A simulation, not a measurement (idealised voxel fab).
Name of the process module below: voxel self aligned vias
Section shown: cut. Width: 300 nm. Cell size: 5 nm, square.
Cross-section spec: square-cell grid; bands listed top down; each band is one or more rows.
Within each band entry, the heights of the top and of the bottom of the band appear first, in that order and in nm; the materials of the band then follow from left to right, each with its corresponding width in nm. The designation "throughout" on a single material indicates that it fills the band from edge to edge; the designation "air" indicates empty space.
The reference from which all heights are counted is 0, the level beneath which the as-received wafer is entirely one material; the lowest band, having no lower bound, proceeds downward and is written after the example "from 0 down".
It should be noted that a width expressed as "30->40" varies in equal increments from row to row of cells within the band, taking the value of the first number at the top row and that of the second number at the bottom row.
"everything unchanged" for a step: no cell of the cross-section changed in that step.
Heads up: "Cavities, sealed" only lists the empty pockets with no open path to the top that are 8 cells or more, and it writes them as width x height at distance, distance from the left edge, in nm.
Post-settings text on a step line: simulator's own remark regarding the step.
overlay nm: step with mask; distance mask lay right of planned place; negative value = left of planned place.
PLANNED PROCESS STEPS
1. RECEIVE,material Si
2. CONFORMAL_DEP,material SiO2,thk nm 10
3. CONFORMAL_DEP,material SiCN,thk nm 5
4. DIRECTIONAL_DEP,material SiO2,thk nm 20
5. MASKED_ETCH,tone open,mask id LINES,width nm 30,pitch nm 70,etch materials SiO2,depth nm 20,overlay nm 0
6. CONFORMAL_DEP,material TiN,thk nm 5
7. FILL_DEP,material Ru,thk nm 10
8. CMP,height nm 35
9. SELECTIVE_ETCH,etch materials W Ru TiN,depth nm 5
10. FILL_DEP,material SiN,thk nm 10
11. CMP,height nm 35
12. DIRECTIONAL_DEP,material SiO2,thk nm 15
13. MASKED_ETCH,tone open,mask id VIAS,width nm 50,etch materials SiO2,depth nm 15,overlay nm 0
14. MASKED_ETCH,tone open,mask id VIAS,width nm 50,etch materials SiN,depth nm 5,overlay nm 0
15. CONFORMAL_DEP,material TiN,thk nm 5
16. FILL_DEP,material W,thk nm 5
17. CMP,height nm 50
18. CONFORMAL_DEP,material SiCN,thk nm 5
THE FOLLOWING PERTAINS TO THE FIRST OF TWO WAFERS, WHICH WAS PROCESSED AS PLANNED
INCOMING WAFER IN CROSS-SECTION (STATE: AFTER STEP 1)
	from 0 down  Si throughout
	Cavities, sealed: none
AFTER STEP 2, IN CROSS-SECTION
	from 10 to 0  SiO2 throughout
	Below 0 it's all the same as before, nothing changed down there.
AFTER STEP 3, IN CROSS-SECTION
	from 15 to 10  SiCN throughout
	Below 10 it's all the same as before, nothing changed down there.
AFTER STEP 4, IN CROSS-SECTION
	from 35 to 15  SiO2 throughout
	Below 15 it's all the same as before, nothing changed down there.
AFTER STEP 5, IN CROSS-SECTION
	from 35 to 15  SiO2 (100)  air (30)  SiO2 (40)  air (30)  SiO2 (100)
	Below 15 it's all the same as before, nothing changed down there.
AFTER STEP 6, IN CROSS-SECTION
	from 40 to 35  TiN (105)  air (20)  TiN (50)  air (20)  TiN (105)
	from 35 to 20  SiO2 (100)  TiN (5)  air (20)  TiN (5)  SiO2 (40)  TiN (5)  air (20)  TiN (5)  SiO2 (100)
	from 20 to 15  SiO2 (100)  TiN (30)  SiO2 (40)  TiN (30)  SiO2 (100)
	Below 15 it's all the same as before, nothing changed down there.
AFTER STEP 7, IN CROSS-SECTION
	from 50 to 40  Ru throughout
	from 40 to 35  TiN (105)  Ru (20)  TiN (50)  Ru (20)  TiN (105)
	from 35 to 20  SiO2 (100)  TiN (5)  Ru (20)  TiN (5)  SiO2 (40)  TiN (5)  Ru (20)  TiN (5)  SiO2 (100)
	Below 20 it's all the same as before, nothing changed down there.
AFTER STEP 8, IN CROSS-SECTION
	from 35 to 20  SiO2 (100)  TiN (5)  Ru (20)  TiN (5)  SiO2 (40)  TiN (5)  Ru (20)  TiN (5)  SiO2 (100)
	Below 20 it's all the same as before, nothing changed down there.
AFTER STEP 9, IN CROSS-SECTION
	from 35 to 30  SiO2 (100)  air (30)  SiO2 (40)  air (30)  SiO2 (100)
	Below 30 it's all the same as before, nothing changed down there.
AFTER STEP 10, IN CROSS-SECTION
	from 45 to 35  SiN throughout
	from 35 to 30  SiO2 (100)  SiN (30)  SiO2 (40)  SiN (30)  SiO2 (100)
	Below 30 it's all the same as before, nothing changed down there.
AFTER STEP 11, IN CROSS-SECTION
	from 35 to 30  SiO2 (100)  SiN (30)  SiO2 (40)  SiN (30)  SiO2 (100)
	Below 30 it's all the same as before, nothing changed down there.
AFTER STEP 12, IN CROSS-SECTION
	from 50 to 35  SiO2 throughout
	Below 35 it's all the same as before, nothing changed down there.
AFTER STEP 13, IN CROSS-SECTION
	from 50 to 35  SiO2 (90)  air (50)  SiO2 (160)
	Below 35 it's all the same as before, nothing changed down there.
AFTER STEP 14, IN CROSS-SECTION
	from 50 to 35  SiO2 (90)  air (50)  SiO2 (160)
	from 35 to 30  SiO2 (100)  air (30)  SiO2 (40)  SiN (30)  SiO2 (100)
	Below 30 it's all the same as before, nothing changed down there.
AFTER STEP 15, IN CROSS-SECTION
	from 55 to 50  TiN (95)  air (40)  TiN (165)
	from 50 to 40  SiO2 (90)  TiN (5)  air (40)  TiN (5)  SiO2 (160)
	from 40 to 35  SiO2 (90)  TiN (15)  air (20)  TiN (15)  SiO2 (160)
	from 35 to 30  SiO2 (100)  TiN (30)  SiO2 (40)  SiN (30)  SiO2 (100)
	Below 30 it's all the same as before, nothing changed down there.
AFTER STEP 16, IN CROSS-SECTION
	from 60 to 55  W throughout
	from 55 to 50  TiN (95)  W (40)  TiN (165)
	from 50 to 40  SiO2 (90)  TiN (5)  W (40)  TiN (5)  SiO2 (160)
	from 40 to 35  SiO2 (90)  TiN (15)  W (20)  TiN (15)  SiO2 (160)
	Below 35 it's all the same as before, nothing changed down there.
AFTER STEP 17, IN CROSS-SECTION
	from 50 to 40  SiO2 (90)  TiN (5)  W (40)  TiN (5)  SiO2 (160)
	Below 40 it's all the same as before, nothing changed down there.
AFTER STEP 18, IN CROSS-SECTION
	from 55 to 50  SiCN throughout
	Below 50 it's all the same as before, nothing changed down there.
WAFER TWO OF TWO - SAME STARTING POINT, SAME PROCESS PLAN, ONE MISTAKE IN EXECUTION; MATCHES WAFER ONE UP TO AND INCLUDING STEP 12
LOOK AT THE SECOND WAFER IN CROSS-SECTION AT THE TIME STEP 13 OUGHT TO HAVE FINISHED
	from 50 to 35  SiO2 (90)  air (50)  SiO2 (160)
	from 35 to 30  SiO2 (90)  air (10)  SiN (30)  air (10)  SiO2 (30)  SiN (30)  SiO2 (100)
	from 30 to 20  SiO2 (90)  air (10)  TiN (5)  Ru (20)  TiN (5)  air (10)  SiO2 (30)  TiN (5)  Ru (20)  TiN (5)  SiO2 (100)
	Below 20 it's all the same as before, nothing changed down there.
LOOK AT THE SECOND WAFER IN CROSS-SECTION AT THE TIME STEP 14 OUGHT TO HAVE FINISHED
	from 50 to 35  SiO2 (90)  air (50)  SiO2 (160)
	from 35 to 30  SiO2 (90)  air (50)  SiO2 (30)  SiN (30)  SiO2 (100)
	Below 30 it's all the same as before, nothing changed down there.
LOOK AT THE SECOND WAFER IN CROSS-SECTION AT THE TIME STEP 15 OUGHT TO HAVE FINISHED
	from 55 to 50  TiN (95)  air (40)  TiN (165)
	from 50 to 35  SiO2 (90)  TiN (5)  air (40)  TiN (5)  SiO2 (160)
	from 35 to 30  SiO2 (90)  TiN (50)  SiO2 (30)  SiN (30)  SiO2 (100)
	from 30 to 20  SiO2 (90)  TiN (15)  Ru (20)  TiN (15)  SiO2 (30)  TiN (5)  Ru (20)  TiN (5)  SiO2 (100)
	Below 20 it's all the same as before, nothing changed down there.
LOOK AT THE SECOND WAFER IN CROSS-SECTION AT THE TIME STEP 16 OUGHT TO HAVE FINISHED
	from 60 to 55  W throughout
	from 55 to 50  TiN (95)  W (40)  TiN (165)
	from 50 to 35  SiO2 (90)  TiN (5)  W (40)  TiN (5)  SiO2 (160)
	Below 35 it's all the same as before, nothing changed down there.
LOOK AT THE SECOND WAFER IN CROSS-SECTION AT THE TIME STEP 17 OUGHT TO HAVE FINISHED
	from 50 to 35  SiO2 (90)  TiN (5)  W (40)  TiN (5)  SiO2 (160)
	Below 35 it's all the same as before, nothing changed down there.
LOOK AT THE SECOND WAFER IN CROSS-SECTION AT THE TIME STEP 18 OUGHT TO HAVE FINISHED
	from 55 to 50  SiCN throughout
	Below 50 it's all the same as before, nothing changed down there.
Here's what went sideways: step 13, plan: ran twice
Materials where the second wafer ends with more or fewer cells than the first: 12 fewer of SiO2; 8 more of TiN; 4 more of W
